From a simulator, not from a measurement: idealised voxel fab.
Process module, titled voxel self aligned vias
Cross-section cut spans 240 nm and uses square cells 5 nm in size.
Notation: cross-section as square-cell grid; stated in bands, top first, going down; one or more cell rows per band. Band: top height; bottom height; in nm. Then, left to right: material with width in nm, for each material. "throughout": a single material spanning edge to edge. "blank": empty space. Below 0: as-received wafer, all one material; heights counted from there. Lowest band: no bottom, goes on down, written "0 -> down". Width: "30..40" (first number = top row, second number = bottom row, same change from row to row of cells). "left unchanged", as given for a step, is the statement that not any cell of the cross-section underwent a change during that step. "Closed void inventory" specifies each empty space that is not open to the top and that occupies no fewer than 8 cells, using the form width x height at distance, the distance measured from the left edge and all three quantities in nm. On each step's line, the part that comes after the settings is the simulator's own comment on the step. Steps that use a mask can have "overlay nm" on their line. It says how far the mask sat to the right of where it was meant to be. Negative means to the left.
## Below is the list of planned process steps
1: RECEIVE: material Si
2: CONFORMAL_DEP: material SiO2, thk nm 15
3: CONFORMAL_DEP: material SiCN, thk nm 5
4: DIRECTIONAL_DEP: material SiO2, thk nm 20
5: DIRECTIONAL_DEP: material aC, thk nm 10
6: PATTERN: tone open, mask id LINES, material resist, width nm 25, pitch nm 55, thk nm 30, overlay nm 0
7: DIRECTIONAL_ETCH: etch materials aC, depth nm 10
8: STRIP: etch materials resist
9: DIRECTIONAL_ETCH: etch materials SiO2, depth nm 20
10: STRIP: etch materials aC
11: CONFORMAL_DEP: material TiN, thk nm 5
12: FILL_DEP: material W, thk nm 5
13: CMP: height nm 40
14: SELECTIVE_ETCH: etch materials W Ru TiN, depth nm 5
15: FILL_DEP: material SiN, thk nm 5
16: CMP: height nm 40
17: DIRECTIONAL_DEP: material SiO2, thk nm 20
18: DIRECTIONAL_DEP: material aC, thk nm 10
19: PATTERN: tone open, mask id VIAS, material resist, width nm 35, pitch nm 55, thk nm 25, overlay nm 0
20: DIRECTIONAL_ETCH: etch materials aC, depth nm 10
21: STRIP: etch materials resist
22: DIRECTIONAL_ETCH: etch materials SiO2, depth nm 20
23: DIRECTIONAL_ETCH: etch materials SiN, depth nm 5
24: STRIP: etch materials aC
25: CONFORMAL_DEP: material TiN, thk nm 5
26: FILL_DEP: material Ru, thk nm 5
27: CMP: height nm 60
28: CONFORMAL_DEP: material SiN, thk nm 5
## So this is the incoming wafer in cross-section - it's already been through step 1
- 0 -> down = Si throughout
- Closed void inventory: none
## End state of the module in cross-section, given the above starting point and plan and one mistake in execution
- 65 -> 60 = SiN throughout
- 60 -> 45 = 75 of SiO2; 5 of TiN; 25 of Ru; 5 of TiN; 20 of SiO2; 5 of TiN; 25 of Ru; 5 of TiN; 75 of SiO2
- 45 -> 40 = 75 of SiO2; 5 of TiN; 10 of Ru; 20 of TiN; 20 of SiO2; 5 of TiN; 10 of Ru; 20 of TiN; 75 of SiO2
- 40 -> 35 = 70 of SiO2; 5 of SiN; 20 of TiN; 30 of SiO2; 5 of SiN; 20 of TiN; 90 of SiO2
- 35 -> 25 = 70 of SiO2; 5 of TiN; 15 of W; 5 of TiN; 30 of SiO2; 5 of TiN; 15 of W; 5 of TiN; 90 of SiO2
- 25 -> 20 = 70 of SiO2; 25 of TiN; 30 of SiO2; 25 of TiN; 90 of SiO2
- 20 -> 15 = SiCN throughout
- 15 -> 0 = SiO2 throughout
- 0 -> down = Si throughout
- Closed void inventory: none
Run error: the process deviated at step 6: the operation and settings actually run there were PATTERN: tone open, mask id LINES, material resist, width nm 25, pitch nm 55, thk nm 30, overlay nm -10
